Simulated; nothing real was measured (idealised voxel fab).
The following is a process module called voxel self aligned contacts.
The figure presents cross-section cut, which has a width of 235 nm and is divided into square cells with an edge length of 5 nm.
In what follows, cross-sections appear as grids of square cells, described through bands that run from the top down, where every band is one or more rows of cells.
Per band: top height and bottom height in nm, followed by the left-to-right materials and their widths in nm; "everywhere" marks a single material spanning edge to edge, "air" marks empty space.
Zero point of the height axis is 0; under it, received wafer = one material. Lowest band: continues down indefinitely, "0 nm and below".
Width spec "30..40" -> top row of cells at first value, bottom row at second value, equal per-row change in between.
"no modification", as given for a step, is the statement that not any cell of the cross-section underwent a change during that step.
Closed empty spaces (no open way to the top) of 8 cells or more are what "Listed closed voids" lists, each as width x height at distance from the left edge, nm for all three.
Text after the settings on a step's line: the simulator's own remark on that step.
overlay nm: right-of-plan distance of the mask on a masked step; negative values mean left-of-plan.
[This section lists the process steps that were planned]
1. RECEIVE with material Si
2. CONFORMAL_DEP with material SiO2, thk nm 5
3. DIRECTIONAL_DEP with material polySi, thk nm 25
4. DIRECTIONAL_DEP with material SiN, thk nm 20
5. PATTERN with tone cover, mask id GATE, material resist, width nm 25, pitch nm 55, thk nm 15, overlay nm 0
6. DIRECTIONAL_ETCH with etch materials SiN, depth nm 20
7. DIRECTIONAL_ETCH with etch materials polySi, depth nm 25
8. STRIP with etch materials resist
9. CONFORMAL_DEP with material SiN, thk nm 5
10. DIRECTIONAL_ETCH with etch materials SiN, depth nm 5
11. FILL_DEP with material SiO2, thk nm 15
12. CMP with height nm 55
13. PATTERN with tone open, mask id CONTACT, material resist, width nm 40, pitch nm 55, thk nm 20, overlay nm 0
14. DIRECTIONAL_ETCH with etch materials SiO2, depth nm 55
15. STRIP with etch materials resist
16. CONFORMAL_DEP with material TiN, thk nm 5
17. FILL_DEP with material W, thk nm 10
18. CMP with height nm 55
19. CONFORMAL_DEP with material SiN, thk nm 5
[The first of the two wafers, which ran as planned]
[As-received wafer cross-section (after step 1)]
	0 nm and below | Si everywhere
	Listed closed voids: none
[State of the wafer after step 2, shown in cross-section]
	5 nm to 0 nm | SiO2 everywhere
	Under 0: no change, same as before.
[State of the wafer after step 3, shown in cross-section]
	30 nm to 5 nm | polySi everywhere
	Under 5: no change, same as before.
[State of the wafer after step 4, shown in cross-section]
	50 nm to 30 nm | SiN everywhere
	Under 30: no change, same as before.
[State of the wafer after step 5, shown in cross-section]
	65 nm to 50 nm | 50 nm air, then 25 nm resist, then 30 nm air, then 25 nm resist, then 30 nm air, then 25 nm resist, then 50 nm air
	Under 50: no change, same as before.
[State of the wafer after step 6, shown in cross-section]
	65 nm to 50 nm | 50 nm air, then 25 nm resist, then 30 nm air, then 25 nm resist, then 30 nm air, then 25 nm resist, then 50 nm air
	50 nm to 30 nm | 50 nm air, then 25 nm SiN, then 30 nm air, then 25 nm SiN, then 30 nm air, then 25 nm SiN, then 50 nm air
	Under 30: no change, same as before.
[State of the wafer after step 7, shown in cross-section]
	65 nm to 50 nm | 50 nm air, then 25 nm resist, then 30 nm air, then 25 nm resist, then 30 nm air, then 25 nm resist, then 50 nm air
	50 nm to 30 nm | 50 nm air, then 25 nm SiN, then 30 nm air, then 25 nm SiN, then 30 nm air, then 25 nm SiN, then 50 nm air
	30 nm to 5 nm | 50 nm air, then 25 nm polySi, then 30 nm air, then 25 nm polySi, then 30 nm air, then 25 nm polySi, then 50 nm air
	Under 5: no change, same as before.
[State of the wafer after step 8, shown in cross-section]
	50 nm to 30 nm | 50 nm air, then 25 nm SiN, then 30 nm air, then 25 nm SiN, then 30 nm air, then 25 nm SiN, then 50 nm air
	Under 30: no change, same as before.
[State of the wafer after step 9, shown in cross-section]
	55 nm to 30 nm | 45 nm air, then 35 nm SiN, then 20 nm air, then 35 nm SiN, then 20 nm air, then 35 nm SiN, then 45 nm air
	30 nm to 10 nm | 45 nm air, then 5 nm SiN, then 25 nm polySi, then 5 nm SiN, then 20 nm air, then 5 nm SiN, then 25 nm polySi, then 5 nm SiN, then 20 nm air, then 5 nm SiN, then 25 nm polySi, then 5 nm SiN, then 45 nm air
	10 nm to 5 nm | 50 nm SiN, then 25 nm polySi, then 30 nm SiN, then 25 nm polySi, then 30 nm SiN, then 25 nm polySi, then 50 nm SiN
	Under 5: no change, same as before.
[State of the wafer after step 10, shown in cross-section]
	50 nm to 30 nm | 45 nm air, then 35 nm SiN, then 20 nm air, then 35 nm SiN, then 20 nm air, then 35 nm SiN, then 45 nm air
	30 nm to 5 nm | 45 nm air, then 5 nm SiN, then 25 nm polySi, then 5 nm SiN, then 20 nm air, then 5 nm SiN, then 25 nm polySi, then 5 nm SiN, then 20 nm air, then 5 nm SiN, then 25 nm polySi, then 5 nm SiN, then 45 nm air
	Under 5: no change, same as before.
[State of the wafer after step 11, shown in cross-section]
	65 nm to 50 nm | SiO2 everywhere
	50 nm to 30 nm | 45 nm SiO2, then 35 nm SiN, then 20 nm SiO2, then 35 nm SiN, then 20 nm SiO2, then 35 nm SiN, then 45 nm SiO2
	30 nm to 5 nm | 45 nm SiO2, then 5 nm SiN, then 25 nm polySi, then 5 nm SiN, then 20 nm SiO2, then 5 nm SiN, then 25 nm polySi, then 5 nm SiN, then 20 nm SiO2, then 5 nm SiN, then 25 nm polySi, then 5 nm SiN, then 45 nm SiO2
	Under 5: no change, same as before.
[State of the wafer after step 12, shown in cross-section]
	55 nm to 50 nm | SiO2 everywhere
	Under 50: no change, same as before.
[State of the wafer after step 13, shown in cross-section]
	75 nm to 55 nm | 70 nm resist, then 40 nm air, then 15 nm resist, then 40 nm air, then 70 nm resist
	Under 55: no change, same as before.
[State of the wafer after step 14, shown in cross-section]
	75 nm to 55 nm | 70 nm resist, then 40 nm air, then 15 nm resist, then 40 nm air, then 70 nm resist
	55 nm to 50 nm | 70 nm SiO2, then 40 nm air, then 15 nm SiO2, then 40 nm air, then 70 nm SiO2
	50 nm to 30 nm | 45 nm SiO2, then 35 nm SiN, then 20 nm air, then 35 nm SiN, then 20 nm air, then 35 nm SiN, then 45 nm SiO2
	30 nm to 5 nm | 45 nm SiO2, then 5 nm SiN, then 25 nm polySi, then 5 nm SiN, then 20 nm air, then 5 nm SiN, then 25 nm polySi, then 5 nm SiN, then 20 nm air, then 5 nm SiN, then 25 nm polySi, then 5 nm SiN, then 45 nm SiO2
	5 nm to 0 nm | 80 nm SiO2, then 20 nm air, then 35 nm SiO2, then 20 nm air, then 80 nm SiO2
	Under 0: no change, same as before.
[State of the wafer after step 15, shown in cross-section]
	55 nm to 50 nm | 70 nm SiO2, then 40 nm air, then 15 nm SiO2, then 40 nm air, then 70 nm SiO2
	Under 50: no change, same as before.
[State of the wafer after step 16, shown in cross-section]
	60 nm to 55 nm | 75 nm TiN, then 30 nm air, then 25 nm TiN, then 30 nm air, then 75 nm TiN
	55 nm to 50 nm | 70 nm SiO2, then 15 nm TiN, then 10 nm air, then 15 nm TiN, then 15 nm SiO2, then 15 nm TiN, then 10 nm air, then 15 nm TiN, then 70 nm SiO2
	50 nm to 30 nm | 45 nm SiO2, then 35 nm SiN, then 5 nm TiN, then 10 nm air, then 5 nm TiN, then 35 nm SiN, then 5 nm TiN, then 10 nm air, then 5 nm TiN, then 35 nm SiN, then 45 nm SiO2
	30 nm to 5 nm | 45 nm SiO2, then 5 nm SiN, then 25 nm polySi, then 5 nm SiN, then 5 nm TiN, then 10 nm air, then 5 nm TiN, then 5 nm SiN, then 25 nm polySi, then 5 nm SiN, then 5 nm TiN, then 10 nm air, then 5 nm TiN, then 5 nm SiN, then 25 nm polySi, then 5 nm SiN, then 45 nm SiO2
	5 nm to 0 nm | 80 nm SiO2, then 20 nm TiN, then 35 nm SiO2, then 20 nm TiN, then 80 nm SiO2
	Under 0: no change, same as before.
[State of the wafer after step 17, shown in cross-section]
	70 nm to 60 nm | W everywhere
	60 nm to 55 nm | 75 nm TiN, then 30 nm W, then 25 nm TiN, then 30 nm W, then 75 nm TiN
	55 nm to 50 nm | 70 nm SiO2, then 15 nm TiN, then 10 nm W, then 15 nm TiN, then 15 nm SiO2, then 15 nm TiN, then 10 nm W, then 15 nm TiN, then 70 nm SiO2
	50 nm to 30 nm | 45 nm SiO2, then 35 nm SiN, then 5 nm TiN, then 10 nm W, then 5 nm TiN, then 35 nm SiN, then 5 nm TiN, then 10 nm W, then 5 nm TiN, then 35 nm SiN, then 45 nm SiO2
	30 nm to 5 nm | 45 nm SiO2, then 5 nm SiN, then 25 nm polySi, then 5 nm SiN, then 5 nm TiN, then 10 nm W, then 5 nm TiN, then 5 nm SiN, then 25 nm polySi, then 5 nm SiN, then 5 nm TiN, then 10 nm W, then 5 nm TiN, then 5 nm SiN, then 25 nm polySi, then 5 nm SiN, then 45 nm SiO2
	Under 5: no change, same as before.
[State of the wafer after step 18, shown in cross-section]
	55 nm to 50 nm | 70 nm SiO2, then 15 nm TiN, then 10 nm W, then 15 nm TiN, then 15 nm SiO2, then 15 nm TiN, then 10 nm W, then 15 nm TiN, then 70 nm SiO2
	Under 50: no change, same as before.
[State of the wafer after step 19, shown in cross-section]
	60 nm to 55 nm | SiN everywhere
	Under 55: no change, same as before.
[Wafer two. Same start, same plan, one slip in execution. Same as wafer one through step 17, inclusive]
At the planned end of step 18, the second wafer in cross-section: no modification
[At the planned end of step 19, the second wafer in cross-section]
	75 nm to 70 nm | SiN everywhere
	Under 70: no change, same as before.
Finding, execution versus plan: the plan's step 18 was left out and never carried out
Upon completion, the second wafer contains, in terms of cells, a greater or smaller amount of certain materials than the first wafer: TiN +35 | W +106
